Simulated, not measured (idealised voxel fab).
process module | voxel wiring stack
cross-section cut | 215 nm wide | cells 5 nm
A cross-section is a grid of square cells, given in bands from the top down. A band is one or more rows of cells.
Each band's line starts with the height of the band's top and of its bottom, in nm. Then come its materials from left to right, each with its width in nm. One material with "throughout" fills the band from edge to edge. "air" is empty space.
Height 0 is the level under which the wafer as received is all one material. The lowest band goes on downwards, as in "0 down".
A width such as "30 to 40" changes by the same amount from each row of cells to the next, from the band's top row to its bottom row.
"no change" after a step means that no cell of the cross-section changed.
closed voids: empty space of 8 cells or more with no open way to the top, each as width x height at its distance from the left edge, in nm
after a step's settings: what the simulator itself notes on the step
overlay nm, on a step with a mask: how far to the right of its planned place the mask lay; to the left if negative
Each pair below shows a cross-section before one step and the cross-section after it, down to the lowest band that changed. The line under each pair gives the step between them, with its settings. The pairs can come from different runs of this module on the same starting wafer, so a pair continues from the pair above only where its "before" says so.
before
  85 to 80: SiO2 throughout
  80 to 75: SiO2 65 | SiN 35 | SiO2 15 | SiN 35 | SiO2 65
  75 to 55: SiO2 65 | SiN 5 | Ru 25 | SiN 5 | SiO2 15 | SiN 5 | Ru 25 | SiN 5 | SiO2 65
  55 to 50: SiN 70 | TiN 25 | SiN 25 | TiN 25 | SiN 70
  50 to 35: SiO2 70 | Ru 15 | SiO2 130
  35 to 30: SiCN 70 | Ru 15 | SiCN 130
  30 to 15: lowk 65 | Ru 35 | lowk 15 | Ru 35 | lowk 65
  15 to 10: lowk 65 | TiN 35 | lowk 15 | TiN 35 | lowk 65
  10 to 0: SiO2 throughout
  0 down: Si throughout
  closed voids: none
after
  75 to 55: SiO2 65 | SiN 5 | Ru 25 | SiN 5 | SiO2 15 | SiN 5 | Ru 25 | SiN 5 | SiO2 65
  below 55: unchanged
  closed voids: none
the step between: op CMP | height nm 75
before: the cross-section after the pair above
after
  80 to 75: SiCN throughout
  below 75: unchanged
  closed voids: none
the step between: op CONFORMAL_DEP | material SiCN | thk nm 5
before: the cross-section after the pair above
after
  90 to 80: lowk throughout
  below 80: unchanged
  closed voids: none
the step between: op DIRECTIONAL_DEP | material lowk | thk nm 10
before: the cross-section after the pair above
after
  90 to 80: lowk 70 | air 15 | lowk 35 | air 15 | lowk 80
  below 80: unchanged
  closed voids: none
the step between: op MASKED_ETCH | tone open | mask id PLUG_2 | width nm 15 | pitch nm 50 | etch materials lowk | depth nm 10 | overlay nm 0
before: the cross-section after the pair above
after
  90 to 80: lowk 70 | air 15 | lowk 35 | air 15 | lowk 80
  80 to 75: SiCN 70 | air 15 | SiCN 35 | air 15 | SiCN 80
  below 75: unchanged
  closed voids: none
the step between: op MASKED_ETCH | tone open | mask id PLUG_2 | width nm 15 | pitch nm 50 | etch materials SiCN | depth nm 5 | overlay nm 0
before: the cross-section after the pair above
after
  95 to 90: TiN 75 | air 5 | TiN 45 | air 5 | TiN 85
  90 to 80: lowk 70 | TiN 5 | air 5 | TiN 5 | lowk 35 | TiN 5 | air 5 | TiN 5 | lowk 80
  80 to 75: SiCN 70 | TiN 15 | SiCN 35 | TiN 15 | SiCN 80
  below 75: unchanged
  closed voids: none
the step between: op CONFORMAL_DEP | material TiN | thk nm 5
before: the cross-section after the pair above
after
  105 to 95: Ru throughout
  95 to 90: TiN 75 | Ru 5 | TiN 45 | Ru 5 | TiN 85
  90 to 80: lowk 70 | TiN 5 | Ru 5 | TiN 5 | lowk 35 | TiN 5 | Ru 5 | TiN 5 | lowk 80
  below 80: unchanged
  closed voids: none
the step between: op FILL_DEP | material Ru | thk nm 10
before: the cross-section after the pair above
after
  90 to 80: lowk 70 | TiN 5 | Ru 5 | TiN 5 | lowk 35 | TiN 5 | Ru 5 | TiN 5 | lowk 80
  below 80: unchanged
  closed voids: none
the step between: op CMP | height nm 90
before: the cross-section after the pair above
after
  95 to 90: SiCN throughout
  below 90: unchanged
  closed voids: none
the step between: op CONFORMAL_DEP | material SiCN | thk nm 5
before: the cross-section after the pair above
after
  115 to 95: SiO2 throughout
  below 95: unchanged
  closed voids: none
the step between: op DIRECTIONAL_DEP | material SiO2 | thk nm 20
before: the cross-section after the pair above
after
  130 to 115: resist 70 | air 25 | resist 25 | air 25 | resist 70
  below 115: unchanged
  closed voids: none
the step between: op PATTERN | tone open | mask id METAL_3 | material resist | width nm 25 | pitch nm 50 | thk nm 15 | overlay nm 0
before: the cross-section after the pair above
after
  130 to 115: resist 70 | air 25 | resist 25 | air 25 | resist 70
  115 to 95: SiO2 70 | air 25 | SiO2 25 | air 25 | SiO2 70
  below 95: unchanged
  closed voids: none
the step between: op DIRECTIONAL_ETCH | etch materials SiO2 | depth nm 20
before: the cross-section after the pair above
after
  130 to 115: resist 70 | air 25 | resist 25 | air 25 | resist 70
  115 to 95: SiO2 70 | air 25 | SiO2 25 | air 25 | SiO2 70
  95 to 90: SiCN 70 | air 25 | SiCN 25 | air 25 | SiCN 70
  below 90: unchanged
  closed voids: none
the step between: op DIRECTIONAL_ETCH | etch materials SiCN | depth nm 5
before: the cross-section after the pair above
after
  115 to 95: SiO2 70 | air 25 | SiO2 25 | air 25 | SiO2 70
  below 95: unchanged
  closed voids: none
the step between: op STRIP | etch materials resist
before: the cross-section after the pair above
after
  120 to 115: TiN 75 | air 15 | TiN 35 | air 15 | TiN 75
  115 to 95: SiO2 70 | TiN 5 | air 15 | TiN 5 | SiO2 25 | TiN 5 | air 15 | TiN 5 | SiO2 70
  95 to 90: SiCN 70 | TiN 25 | SiCN 25 | TiN 25 | SiCN 70
  below 90: unchanged
  closed voids: none
the step between: op CONFORMAL_DEP | material TiN | thk nm 5
before: the cross-section after the pair above
after
  130 to 120: W throughout
  120 to 115: TiN 75 | W 15 | TiN 35 | W 15 | TiN 75
  115 to 95: SiO2 70 | TiN 5 | W 15 | TiN 5 | SiO2 25 | TiN 5 | W 15 | TiN 5 | SiO2 70
  below 95: unchanged
  closed voids: none
the step between: op FILL_DEP | material W | thk nm 10
before: the cross-section after the pair above
after
  115 to 95: SiO2 70 | TiN 5 | W 15 | TiN 5 | SiO2 25 | TiN 5 | W 15 | TiN 5 | SiO2 70
  below 95: unchanged
  closed voids: none
the step between: op CMP | height nm 115
before: the cross-section after the pair above
after
  120 to 115: air 65 | Ru 35 | air 15 | Ru 35 | air 65
  below 115: unchanged
  closed voids: none
the step between: op EPI | material Ru | thk nm 5
before: the cross-section after the pair above
after
  125 to 120: SiCN throughout
  120 to 115: SiCN 65 | Ru 35 | SiCN 15 | Ru 35 | SiCN 65
  below 115: unchanged
  closed voids: none
the step between: op FILL_DEP | material SiCN | thk nm 5
before: the cross-section after the pair above
after
  155 to 125: lowk throughout
  below 125: unchanged
  closed voids: none
the step between: op DIRECTIONAL_DEP | material lowk | thk nm 30
before: the cross-section after the pair above
after
  165 to 155: aC throughout
  below 155: unchanged
  closed voids: none
the step between: op DIRECTIONAL_DEP | material aC | thk nm 10
before: the cross-section after the pair above
after
  195 to 165: resist 70 | air 15 | resist 130
  below 165: unchanged
  closed voids: none
the step between: op PATTERN | tone open | mask id METAL_4_HOLES | material resist | width nm 15 | thk nm 30 | overlay nm 0
before: the cross-section after the pair above
after
  185 to 165: resist 70 | air 15 | resist 130
  165 to 155: aC 70 | air 15 | aC 130
  below 155: unchanged
  closed voids: none
the step between: op DIRECTIONAL_ETCH | etch materials aC | depth nm 10
before: the cross-section after the pair above
after
  165 to 155: aC 70 | air 15 | aC 130
  below 155: unchanged
  closed voids: none
the step between: op STRIP | etch materials resist
before: the cross-section after the pair above
after
  165 to 155: aC 70 | air 15 | aC 130
  155 to 125: lowk 70 | air 15 | lowk 130
  below 125: unchanged
  closed voids: none
the step between: op DIRECTIONAL_ETCH | etch materials lowk | depth nm 30
before: the cross-section after the pair above
after
  155 to 125: lowk 70 | air 15 | lowk 130
  below 125: unchanged
  closed voids: none
the step between: op STRIP | etch materials aC
before: the cross-section after the pair above
after
  165 to 155: aC 70 | air 15 | aC 130
  155 to 135: lowk 70 | air 15 | lowk 130
  135 to 125: lowk 70 | aC 15 | lowk 130
  below 125: unchanged
  closed voids: none
the step between: op DIRECTIONAL_DEP | material aC | thk nm 10
before: the cross-section after the pair above
after
  190 to 165: resist 70 | air 25 | resist 25 | air 25 | resist 70
  below 165: unchanged
  closed voids: none
the step between: op PATTERN | tone open | mask id METAL_4 | material resist | width nm 25 | pitch nm 50 | thk nm 25 | overlay nm 0
before: the cross-section after the pair above
after
  180 to 165: resist 70 | air 25 | resist 25 | air 25 | resist 70
  165 to 155: aC 70 | air 25 | aC 25 | air 25 | aC 70
  155 to 125: lowk 70 | air 15 | lowk 130
  below 125: unchanged
  closed voids: none
the step between: op DIRECTIONAL_ETCH | etch materials aC | depth nm 10
before: the cross-section after the pair above
after
  165 to 155: aC 70 | air 25 | aC 25 | air 25 | aC 70
  below 155: unchanged
  closed voids: none
the step between: op STRIP | etch materials resist
before: the cross-section after the pair above
after
  165 to 155: aC 70 | air 25 | aC 25 | air 25 | aC 70
  155 to 140: lowk 70 | air 25 | lowk 25 | air 25 | lowk 70
  below 140: unchanged
  closed voids: none
the step between: op DIRECTIONAL_ETCH | etch materials lowk | depth nm 15
before: the cross-section after the pair above
after
  165 to 155: aC 70 | air 25 | aC 25 | air 25 | aC 70
  155 to 140: lowk 70 | air 25 | lowk 25 | air 25 | lowk 70
  140 to 125: lowk 70 | air 15 | lowk 130
  125 to 120: SiCN 70 | air 15 | SiCN 130
  below 120: unchanged
  closed voids: none
the step between: op DIRECTIONAL_ETCH | etch materials SiCN | depth nm 5
before: the cross-section after the pair above
after
  155 to 140: lowk 70 | air 25 | lowk 25 | air 25 | lowk 70
  below 140: unchanged
  closed voids: none
the step between: op STRIP | etch materials aC
before: the cross-section after the pair above
after
  160 to 155: TiN 75 | air 15 | TiN 35 | air 15 | TiN 75
  155 to 145: lowk 70 | TiN 5 | air 15 | TiN 5 | lowk 25 | TiN 5 | air 15 | TiN 5 | lowk 70
  145 to 140: lowk 70 | TiN 5 | air 5 | TiN 15 | lowk 25 | TiN 25 | lowk 70
  140 to 125: lowk 70 | TiN 5 | air 5 | TiN 5 | lowk 130
  125 to 120: SiCN 70 | TiN 15 | SiCN 130
  below 120: unchanged
  closed voids: none
the step between: op CONFORMAL_DEP | material TiN | thk nm 5
before: the cross-section after the pair above
after
  165 to 160: Cu throughout
  160 to 155: TiN 75 | Cu 15 | TiN 35 | Cu 15 | TiN 75
  155 to 145: lowk 70 | TiN 5 | Cu 15 | TiN 5 | lowk 25 | TiN 5 | Cu 15 | TiN 5 | lowk 70
  145 to 140: lowk 70 | TiN 5 | Cu 5 | TiN 15 | lowk 25 | TiN 25 | lowk 70
  140 to 125: lowk 70 | TiN 5 | Cu 5 | TiN 5 | lowk 130
  below 125: unchanged
  closed voids: none
the step between: op FILL_DEP | material Cu | thk nm 5
before: the cross-section after the pair above
after
  155 to 145: lowk 70 | TiN 5 | Cu 15 | TiN 5 | lowk 25 | TiN 5 | Cu 15 | TiN 5 | lowk 70
  below 145: unchanged
  closed voids: none
the step between: op CMP | height nm 155
before: the cross-section after the pair above
after
  160 to 155: SiN throughout
  below 155: unchanged
  closed voids: none
the step between: op CONFORMAL_DEP | material SiN | thk nm 5
before
  165 to 155: aC 70 | air 15 | aC 130
  155 to 135: lowk 70 | air 15 | lowk 130
  135 to 125: lowk 70 | aC 15 | lowk 130
  125 to 120: SiCN throughout
  120 to 115: SiCN 65 | Ru 35 | SiCN 15 | Ru 35 | SiCN 65
  115 to 95: SiO2 70 | TiN 5 | W 15 | TiN 5 | SiO2 25 | TiN 5 | W 15 | TiN 5 | SiO2 70
  95 to 90: SiCN 70 | TiN 25 | SiCN 25 | TiN 25 | SiCN 70
  90 to 80: lowk 70 | TiN 5 | Ru 5 | TiN 5 | lowk 35 | TiN 5 | Ru 5 | TiN 5 | lowk 80
  80 to 75: SiCN 70 | TiN 15 | SiCN 35 | TiN 15 | SiCN 80
  75 to 55: SiO2 65 | SiN 5 | Ru 25 | SiN 5 | SiO2 15 | SiN 5 | Ru 25 | SiN 5 | SiO2 65
  55 to 50: SiN 70 | TiN 25 | SiN 25 | TiN 25 | SiN 70
  50 to 35: SiO2 70 | Ru 15 | SiO2 130
  35 to 30: SiCN 70 | Ru 15 | SiCN 130
  30 to 15: lowk 70 | Ru 25 | lowk 25 | Ru 25 | lowk 70
  15 to 10: lowk 70 | TiN 25 | lowk 25 | TiN 25 | lowk 70
  10 to 0: SiO2 throughout
  0 down: Si throughout
  closed voids: none
after
  190 to 165: resist 75 | air 25 | resist 25 | air 25 | resist 65
  165 to 155: aC 70 | resist 5 | air 10 | aC 130
  155 to 135: lowk 70 | resist 5 | air 10 | lowk 130
  below 135: unchanged
  closed voids: none
the step between: op PATTERN | tone open | mask id METAL_4 | material resist | width nm 25 | pitch nm 50 | thk nm 25 | overlay nm 5
before: the cross-section after the pair above
after
  180 to 165: resist 75 | air 25 | resist 25 | air 25 | resist 65
  165 to 155: aC 70 | resist 5 | air 25 | aC 25 | air 25 | aC 65
  155 to 135: lowk 70 | resist 5 | air 10 | lowk 130
  135 to 125: lowk 70 | aC 5 | air 10 | lowk 130
  below 125: unchanged
  closed voids: none
the step between: op DIRECTIONAL_ETCH | etch materials aC | depth nm 10
before: the cross-section after the pair above
after
  165 to 155: aC 70 | air 30 | aC 25 | air 25 | aC 65
  155 to 135: lowk 70 | air 15 | lowk 130
  below 135: unchanged
  closed voids: none
the step between: op STRIP | etch materials resist
before: the cross-section after the pair above
after
  165 to 155: aC 70 | air 30 | aC 25 | air 25 | aC 65
  155 to 140: lowk 70 | air 30 | lowk 25 | air 25 | lowk 65
  below 140: unchanged
  closed voids: none
the step between: op DIRECTIONAL_ETCH | etch materials lowk | depth nm 15
before: the cross-section after the pair above
after
  165 to 155: aC 70 | air 30 | aC 25 | air 25 | aC 65
  155 to 140: lowk 70 | air 30 | lowk 25 | air 25 | lowk 65
  140 to 135: lowk 70 | air 15 | lowk 130
  135 to 125: lowk 70 | aC 5 | air 10 | lowk 130
  125 to 120: SiCN 75 | air 10 | SiCN 130
  below 120: unchanged
  closed voids: none
the step between: op DIRECTIONAL_ETCH | etch materials SiCN | depth nm 5
before: the cross-section after the pair above
after
  155 to 140: lowk 70 | air 30 | lowk 25 | air 25 | lowk 65
  140 to 125: lowk 70 | air 15 | lowk 130
  below 125: unchanged
  closed voids: none
the step between: op STRIP | etch materials aC
before: the cross-section after the pair above
after
  160 to 155: TiN 75 | air 20 | TiN 35 | air 15 | TiN 70
  155 to 145: lowk 70 | TiN 5 | air 20 | TiN 5 | lowk 25 | TiN 5 | air 15 | TiN 5 | lowk 65
  145 to 140: lowk 70 | TiN 5 | air 5 | TiN 20 | lowk 25 | TiN 25 | lowk 65
  140 to 130: lowk 70 | TiN 5 | air 5 | TiN 5 | lowk 130
  130 to 125: lowk 70 | TiN 15 | lowk 130
  125 to 120: SiCN 75 | TiN 10 | SiCN 130
  below 120: unchanged
  closed voids: none
the step between: op CONFORMAL_DEP | material TiN | thk nm 5
before: the cross-section after the pair above
after
  165 to 160: Cu throughout
  160 to 155: TiN 75 | Cu 20 | TiN 35 | Cu 15 | TiN 70
  155 to 145: lowk 70 | TiN 5 | Cu 20 | TiN 5 | lowk 25 | TiN 5 | Cu 15 | TiN 5 | lowk 65
  145 to 140: lowk 70 | TiN 5 | Cu 5 | TiN 20 | lowk 25 | TiN 25 | lowk 65
  140 to 130: lowk 70 | TiN 5 | Cu 5 | TiN 5 | lowk 130
  below 130: unchanged
  closed voids: none
the step between: op FILL_DEP | material Cu | thk nm 5
before: the cross-section after the pair above
after
  155 to 145: lowk 70 | TiN 5 | Cu 20 | TiN 5 | lowk 25 | TiN 5 | Cu 15 | TiN 5 | lowk 65
  below 145: unchanged
  closed voids: none
the step between: op CMP | height nm 155
before: the cross-section after the pair above
after
  160 to 155: SiN throughout
  below 155: unchanged
  closed voids: none
the step between: op CONFORMAL_DEP | material SiN | thk nm 5
before
  55 to 50: TiN throughout
  50 to 35: SiO2 70 | Ru 15 | SiO2 130
  35 to 30: SiCN 70 | Ru 15 | SiCN 130
  30 to 15: lowk 70 | Ru 25 | lowk 25 | Ru 25 | lowk 70
  15 to 10: lowk 70 | TiN 25 | lowk 25 | TiN 25 | lowk 70
  10 to 0: SiO2 throughout
  0 down: Si throughout
  closed voids: none
after
  75 to 55: SiCN throughout
  below 55: unchanged
  closed voids: none
the step between: op DIRECTIONAL_DEP | material SiCN | thk nm 20
before: the cross-section after the pair above
after
  90 to 75: aC throughout
  below 75: unchanged
  closed voids: none
the step between: op DIRECTIONAL_DEP | material aC | thk nm 15
before: the cross-section after the pair above
after
  125 to 90: air 70 | resist 25 | air 25 | resist 25 | air 70
  below 90: unchanged
  closed voids: none
the step between: op PATTERN | tone cover | mask id METAL_2 | material resist | width nm 25 | pitch nm 50 | thk nm 35 | overlay nm 0
before: the cross-section after the pair above
after
  110 to 90: air 70 | resist 25 | air 25 | resist 25 | air 70
  90 to 75: air 70 | aC 25 | air 25 | aC 25 | air 70
  below 75: unchanged
  closed voids: none
the step between: op DIRECTIONAL_ETCH | etch materials aC | depth nm 15
before: the cross-section after the pair above
after
  90 to 75: air 70 | aC 25 | air 25 | aC 25 | air 70
  below 75: unchanged
  closed voids: none
the step between: op STRIP | etch materials resist
before: the cross-section after the pair above
after
  75 to 55: SiCN throughout
  below 55: unchanged
  closed voids: none
the step between: op STRIP | etch materials aC
before: the cross-section after the pair above
after
  80 to 75: SiN throughout
  below 75: unchanged
  closed voids: none
the step between: op CONFORMAL_DEP | material SiN | thk nm 5
before: the cross-section after the pair above
after
  85 to 80: SiO2 throughout
  below 80: unchanged
  closed voids: none
the step between: op FILL_DEP | material SiO2 | thk nm 5
before: the cross-section after the pair above
after
  75 to 55: SiCN throughout
  below 55: unchanged
  closed voids: none
the step between: op CMP | height nm 75
before: the cross-section after the pair above
after
  80 to 55: SiCN throughout
  below 55: unchanged
  closed voids: none
the step between: op CONFORMAL_DEP | material SiCN | thk nm 5
before: the cross-section after the pair above
after
  90 to 80: lowk throughout
  below 80: unchanged
  closed voids: none
the step between: op DIRECTIONAL_DEP | material lowk | thk nm 10
before: the cross-section after the pair above
after
  90 to 80: lowk 70 | air 15 | lowk 35 | air 15 | lowk 80
  below 80: unchanged
  closed voids: none
the step between: op MASKED_ETCH | tone open | mask id PLUG_2 | width nm 15 | pitch nm 50 | etch materials lowk | depth nm 10 | overlay nm 0
before: the cross-section after the pair above
after
  90 to 80: lowk 70 | air 15 | lowk 35 | air 15 | lowk 80
  80 to 75: SiCN 70 | air 15 | SiCN 35 | air 15 | SiCN 80
  below 75: unchanged
  closed voids: none
the step between: op MASKED_ETCH | tone open | mask id PLUG_2 | width nm 15 | pitch nm 50 | etch materials SiCN | depth nm 5 | overlay nm 0
before: the cross-section after the pair above
after
  95 to 90: TiN 75 | air 5 | TiN 45 | air 5 | TiN 85
  90 to 80: lowk 70 | TiN 5 | air 5 | TiN 5 | lowk 35 | TiN 5 | air 5 | TiN 5 | lowk 80
  80 to 75: SiCN 70 | TiN 15 | SiCN 35 | TiN 15 | SiCN 80
  below 75: unchanged
  closed voids: none
the step between: op CONFORMAL_DEP | material TiN | thk nm 5
before: the cross-section after the pair above
after
  105 to 95: Ru throughout
  95 to 90: TiN 75 | Ru 5 | TiN 45 | Ru 5 | TiN 85
  90 to 80: lowk 70 | TiN 5 | Ru 5 | TiN 5 | lowk 35 | TiN 5 | Ru 5 | TiN 5 | lowk 80
  below 80: unchanged
  closed voids: none
the step between: op FILL_DEP | material Ru | thk nm 10
before: the cross-section after the pair above
after
  90 to 80: lowk 70 | TiN 5 | Ru 5 | TiN 5 | lowk 35 | TiN 5 | Ru 5 | TiN 5 | lowk 80
  below 80: unchanged
  closed voids: none
the step between: op CMP | height nm 90
before: the cross-section after the pair above
after
  95 to 90: SiCN throughout
  below 90: unchanged
  closed voids: none
the step between: op CONFORMAL_DEP | material SiCN | thk nm 5
before: the cross-section after the pair above
after
  115 to 95: SiO2 throughout
  below 95: unchanged
  closed voids: none
the step between: op DIRECTIONAL_DEP | material SiO2 | thk nm 20
before: the cross-section after the pair above
after
  130 to 115: resist 70 | air 25 | resist 25 | air 25 | resist 70
  below 115: unchanged
  closed voids: none
the step between: op PATTERN | tone open | mask id METAL_3 | material resist | width nm 25 | pitch nm 50 | thk nm 15 | overlay nm 0
before: the cross-section after the pair above
after
  130 to 115: resist 70 | air 25 | resist 25 | air 25 | resist 70
  115 to 95: SiO2 70 | air 25 | SiO2 25 | air 25 | SiO2 70
  below 95: unchanged
  closed voids: none
the step between: op DIRECTIONAL_ETCH | etch materials SiO2 | depth nm 20
before: the cross-section after the pair above
after
  130 to 115: resist 70 | air 25 | resist 25 | air 25 | resist 70
  115 to 95: SiO2 70 | air 25 | SiO2 25 | air 25 | SiO2 70
  95 to 90: SiCN 70 | air 25 | SiCN 25 | air 25 | SiCN 70
  below 90: unchanged
  closed voids: none
the step between: op DIRECTIONAL_ETCH | etch materials SiCN | depth nm 5
before: the cross-section after the pair above
after
  115 to 95: SiO2 70 | air 25 | SiO2 25 | air 25 | SiO2 70
  below 95: unchanged
  closed voids: none
the step between: op STRIP | etch materials resist
before: the cross-section after the pair above
after
  120 to 115: TiN 75 | air 15 | TiN 35 | air 15 | TiN 75
  115 to 95: SiO2 70 | TiN 5 | air 15 | TiN 5 | SiO2 25 | TiN 5 | air 15 | TiN 5 | SiO2 70
  95 to 90: SiCN 70 | TiN 25 | SiCN 25 | TiN 25 | SiCN 70
  below 90: unchanged
  closed voids: none
the step between: op CONFORMAL_DEP | material TiN | thk nm 5
before: the cross-section after the pair above
after
  130 to 120: W throughout
  120 to 115: TiN 75 | W 15 | TiN 35 | W 15 | TiN 75
  115 to 95: SiO2 70 | TiN 5 | W 15 | TiN 5 | SiO2 25 | TiN 5 | W 15 | TiN 5 | SiO2 70
  below 95: unchanged
  closed voids: none
the step between: op FILL_DEP | material W | thk nm 10
before: the cross-section after the pair above
after
  115 to 95: SiO2 70 | TiN 5 | W 15 | TiN 5 | SiO2 25 | TiN 5 | W 15 | TiN 5 | SiO2 70
  below 95: unchanged
  closed voids: none
the step between: op CMP | height nm 115
before: the cross-section after the pair above
after
  120 to 115: air 65 | Ru 35 | air 15 | Ru 35 | air 65
  below 115: unchanged
  closed voids: none
the step between: op EPI | material Ru | thk nm 5
before: the cross-section after the pair above
after
  125 to 120: SiCN throughout
  120 to 115: SiCN 65 | Ru 35 | SiCN 15 | Ru 35 | SiCN 65
  below 115: unchanged
  closed voids: none
the step between: op FILL_DEP | material SiCN | thk nm 5
before: the cross-section after the pair above
after
  155 to 125: lowk throughout
  below 125: unchanged
  closed voids: none
the step between: op DIRECTIONAL_DEP | material lowk | thk nm 30
before: the cross-section after the pair above
after
  165 to 155: aC throughout
  below 155: unchanged
  closed voids: none
the step between: op DIRECTIONAL_DEP | material aC | thk nm 10
before: the cross-section after the pair above
after
  195 to 165: resist 70 | air 15 | resist 130
  below 165: unchanged
  closed voids: none
the step between: op PATTERN | tone open | mask id METAL_4_HOLES | material resist | width nm 15 | thk nm 30 | overlay nm 0
before: the cross-section after the pair above
after
  185 to 165: resist 70 | air 15 | resist 130
  165 to 155: aC 70 | air 15 | aC 130
  below 155: unchanged
  closed voids: none
the step between: op DIRECTIONAL_ETCH | etch materials aC | depth nm 10
before: the cross-section after the pair above
after
  165 to 155: aC 70 | air 15 | aC 130
  below 155: unchanged
  closed voids: none
the step between: op STRIP | etch materials resist
before: the cross-section after the pair above
after
  165 to 155: aC 70 | air 15 | aC 130
  155 to 125: lowk 70 | air 15 | lowk 130
  below 125: unchanged
  closed voids: none
the step between: op DIRECTIONAL_ETCH | etch materials lowk | depth nm 30
before: the cross-section after the pair above
after
  155 to 125: lowk 70 | air 15 | lowk 130
  below 125: unchanged
  closed voids: none
the step between: op STRIP | etch materials aC
before: the cross-section after the pair above
after
  165 to 155: aC 70 | air 15 | aC 130
  155 to 135: lowk 70 | air 15 | lowk 130
  135 to 125: lowk 70 | aC 15 | lowk 130
  below 125: unchanged
  closed voids: none
the step between: op DIRECTIONAL_DEP | material aC | thk nm 10
before: the cross-section after the pair above
after
  190 to 165: resist 70 | air 25 | resist 25 | air 25 | resist 70
  below 165: unchanged
  closed voids: none
the step between: op PATTERN | tone open | mask id METAL_4 | material resist | width nm 25 | pitch nm 50 | thk nm 25 | overlay nm 0
before: the cross-section after the pair above
after
  180 to 165: resist 70 | air 25 | resist 25 | air 25 | resist 70
  165 to 155: aC 70 | air 25 | aC 25 | air 25 | aC 70
  155 to 125: lowk 70 | air 15 | lowk 130
  below 125: unchanged
  closed voids: none
the step between: op DIRECTIONAL_ETCH | etch materials aC | depth nm 10
before: the cross-section after the pair above
after
  165 to 155: aC 70 | air 25 | aC 25 | air 25 | aC 70
  below 155: unchanged
  closed voids: none
the step between: op STRIP | etch materials resist
before: the cross-section after the pair above
after
  165 to 155: aC 70 | air 25 | aC 25 | air 25 | aC 70
  155 to 140: lowk 70 | air 25 | lowk 25 | air 25 | lowk 70
  below 140: unchanged
  closed voids: none
the step between: op DIRECTIONAL_ETCH | etch materials lowk | depth nm 15
before: the cross-section after the pair above
after
  165 to 155: aC 70 | air 25 | aC 25 | air 25 | aC 70
  155 to 140: lowk 70 | air 25 | lowk 25 | air 25 | lowk 70
  140 to 125: lowk 70 | air 15 | lowk 130
  125 to 120: SiCN 70 | air 15 | SiCN 130
  below 120: unchanged
  closed voids: none
the step between: op DIRECTIONAL_ETCH | etch materials SiCN | depth nm 5
before: the cross-section after the pair above
after
  155 to 140: lowk 70 | air 25 | lowk 25 | air 25 | lowk 70
  below 140: unchanged
  closed voids: none
the step between: op STRIP | etch materials aC
before: the cross-section after the pair above
after
  160 to 155: TiN 75 | air 15 | TiN 35 | air 15 | TiN 75
  155 to 145: lowk 70 | TiN 5 | air 15 | TiN 5 | lowk 25 | TiN 5 | air 15 | TiN 5 | lowk 70
  145 to 140: lowk 70 | TiN 5 | air 5 | TiN 15 | lowk 25 | TiN 25 | lowk 70
  140 to 125: lowk 70 | TiN 5 | air 5 | TiN 5 | lowk 130
  125 to 120: SiCN 70 | TiN 15 | SiCN 130
  below 120: unchanged
  closed voids: none
the step between: op CONFORMAL_DEP | material TiN | thk nm 5
before: the cross-section after the pair above
after
  165 to 160: Cu throughout
  160 to 155: TiN 75 | Cu 15 | TiN 35 | Cu 15 | TiN 75
  155 to 145: lowk 70 | TiN 5 | Cu 15 | TiN 5 | lowk 25 | TiN 5 | Cu 15 | TiN 5 | lowk 70
  145 to 140: lowk 70 | TiN 5 | Cu 5 | TiN 15 | lowk 25 | TiN 25 | lowk 70
  140 to 125: lowk 70 | TiN 5 | Cu 5 | TiN 5 | lowk 130
  below 125: unchanged
  closed voids: none
the step between: op FILL_DEP | material Cu | thk nm 5
before: the cross-section after the pair above
after
  155 to 145: lowk 70 | TiN 5 | Cu 15 | TiN 5 | lowk 25 | TiN 5 | Cu 15 | TiN 5 | lowk 70
  below 145: unchanged
  closed voids: none
the step between: op CMP | height nm 155
before: the cross-section after the pair above
after
  160 to 155: SiN throughout
  below 155: unchanged
  closed voids: none
the step between: op CONFORMAL_DEP | material SiN | thk nm 5
before
  90 to 75: aC throughout
  75 to 55: Ru throughout
  55 to 50: TiN throughout
  50 to 35: SiO2 70 | Ru 15 | SiO2 130
  35 to 30: SiCN 70 | Ru 15 | SiCN 130
  30 to 15: lowk 70 | Ru 25 | lowk 25 | Ru 25 | lowk 70
  15 to 10: lowk 70 | TiN 25 | lowk 25 | TiN 25 | lowk 70
  10 to 0: SiO2 throughout
  0 down: Si throughout
  closed voids: none
after
  125 to 90: resist 70 | air 25 | resist 25 | air 25 | resist 70
  below 90: unchanged
  closed voids: none
the step between: op PATTERN | tone open | mask id METAL_2 | material resist | width nm 25 | pitch nm 50 | thk nm 35 | overlay nm 0
before: the cross-section after the pair above
after
  110 to 90: resist 70 | air 25 | resist 25 | air 25 | resist 70
  90 to 75: aC 70 | air 25 | aC 25 | air 25 | aC 70
  below 75: unchanged
  closed voids: none
the step between: op DIRECTIONAL_ETCH | etch materials aC | depth nm 15
before: the cross-section after the pair above
after
  90 to 75: aC 70 | air 25 | aC 25 | air 25 | aC 70
  below 75: unchanged
  closed voids: none
the step between: op STRIP | etch materials resist
before: the cross-section after the pair above
after
  90 to 75: aC 70 | air 25 | aC 25 | air 25 | aC 70
  75 to 55: Ru 70 | air 25 | Ru 25 | air 25 | Ru 70
  below 55: unchanged
  closed voids: none
the step between: op DIRECTIONAL_ETCH | etch materials Ru | depth nm 20
before: the cross-section after the pair above
after
  90 to 75: aC 70 | air 25 | aC 25 | air 25 | aC 70
  75 to 55: Ru 70 | air 25 | Ru 25 | air 25 | Ru 70
  55 to 50: TiN 70 | air 25 | TiN 25 | air 25 | TiN 70
  below 50: unchanged
  closed voids: none
the step between: op DIRECTIONAL_ETCH | etch materials TiN | depth nm 5
before: the cross-section after the pair above
after
  75 to 55: Ru 70 | air 25 | Ru 25 | air 25 | Ru 70
  below 55: unchanged
  closed voids: none
the step between: op STRIP | etch materials aC
before: the cross-section after the pair above
after
  80 to 75: SiN 75 | air 15 | SiN 35 | air 15 | SiN 75
  75 to 55: Ru 70 | SiN 5 | air 15 | SiN 5 | Ru 25 | SiN 5 | air 15 | SiN 5 | Ru 70
  55 to 50: TiN 70 | SiN 25 | TiN 25 | SiN 25 | TiN 70
  below 50: unchanged
  closed voids: none
the step between: op CONFORMAL_DEP | material SiN | thk nm 5
before: the cross-section after the pair above
after
  85 to 80: SiO2 throughout
  80 to 75: SiN 75 | SiO2 15 | SiN 35 | SiO2 15 | SiN 75
  75 to 55: Ru 70 | SiN 5 | SiO2 15 | SiN 5 | Ru 25 | SiN 5 | SiO2 15 | SiN 5 | Ru 70
  below 55: unchanged
  closed voids: none
the step between: op FILL_DEP | material SiO2 | thk nm 5
before: the cross-section after the pair above
after
  75 to 55: Ru 70 | SiN 5 | SiO2 15 | SiN 5 | Ru 25 | SiN 5 | SiO2 15 | SiN 5 | Ru 70
  below 55: unchanged
  closed voids: none
the step between: op CMP | height nm 75
before: the cross-section after the pair above
after
  80 to 75: SiCN throughout
  below 75: unchanged
  closed voids: none
the step between: op CONFORMAL_DEP | material SiCN | thk nm 5
